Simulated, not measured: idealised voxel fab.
The name of this process module is voxel self aligned contacts.
Section shown: cut. Width: 180 nm. Cell size: 5 nm, square.
Notation: cross-section as square-cell grid; stated in bands, top first, going down; one or more cell rows per band.
Each band's line starts with the height of the band's top and of its bottom, in nm. Then come its materials from left to right, each with its width in nm. One material with "everywhere" fills the band from edge to edge. "empty" is empty space.
Height datum 0, below which the as-received substrate wafer is one material. Lowest band open at the bottom, running downward: "from 0 down".
A two-number width, for instance "30->40", indicates that the width is equal to the first number in the top row of the band and to the second number in the bottom row, and that it changes by a constant amount per row of cells.
The designation "everything unchanged", where it is given for a processing step, indicates that no cell of the cross-section was altered in the course of that step.
In the "Enclosed empty spaces" entry, you get each enclosed empty space of 8 cells or more, one with no open way to the top, written width x height at distance, distance from the left edge, in nm.
Post-settings text on a step line: simulator's own remark regarding the step.
What "overlay nm" on a step's line means: if the step has a mask, that mask lay this far to the right of its planned place, or, when the value is negative, to the left.
Process steps foreseen in the plan:
1,RECEIVE,material Si
2,CONFORMAL_DEP,material SiO2,thk nm 5
3,DIRECTIONAL_DEP,material polySi,thk nm 30
4,DIRECTIONAL_DEP,material SiN,thk nm 25
5,PATTERN,tone cover,mask id GATE,material resist,width nm 25,pitch nm 65,thk nm 15,overlay nm 0
6,DIRECTIONAL_ETCH,etch materials SiN,depth nm 25
7,DIRECTIONAL_ETCH,etch materials polySi,depth nm 30
8,STRIP,etch materials resist
9,CONFORMAL_DEP,material SiN,thk nm 10
10,DIRECTIONAL_ETCH,etch materials SiN,depth nm 10
11,FILL_DEP,material SiO2,thk nm 10
12,CMP,height nm 65
13,PATTERN,tone open,mask id CONTACT,material resist,width nm 50,thk nm 15,overlay nm 0
14,DIRECTIONAL_ETCH,etch materials SiO2,depth nm 65
15,STRIP,etch materials resist
16,CONFORMAL_DEP,material TiN,thk nm 5
17,FILL_DEP,material W,thk nm 10
18,CMP,height nm 65
19,CONFORMAL_DEP,material SiN,thk nm 5
Incoming wafer in cross-section (state: after step 1):
    from 0 down: Si everywhere
    Enclosed empty spaces: none
Figure: cross-sectional view of the wafer upon completion of the module, processed from the initial state and according to the plan depicted above, with one error introduced during execution:
    from 70 to 65: SiN everywhere
    from 65 to 60: SiO2 65 nm | TiN 50 nm | SiO2 65 nm
    from 60 to 35: SiN 55 nm | SiO2 5 nm | SiN 60 nm | SiO2 5 nm | SiN 55 nm
    from 35 to 5: polySi 45 nm | SiN 10 nm | SiO2 5 nm | SiN 10 nm | polySi 40 nm | SiN 10 nm | SiO2 5 nm | SiN 10 nm | polySi 45 nm
    from 5 to 0: SiO2 everywhere
    from 0 down: Si everywhere
    Enclosed empty spaces: none
Want to know what went wrong? step 5 deviated from plan and actually ran as PATTERN,tone open,mask id GATE,material resist,width nm 25,pitch nm 65,thk nm 15,overlay nm 0
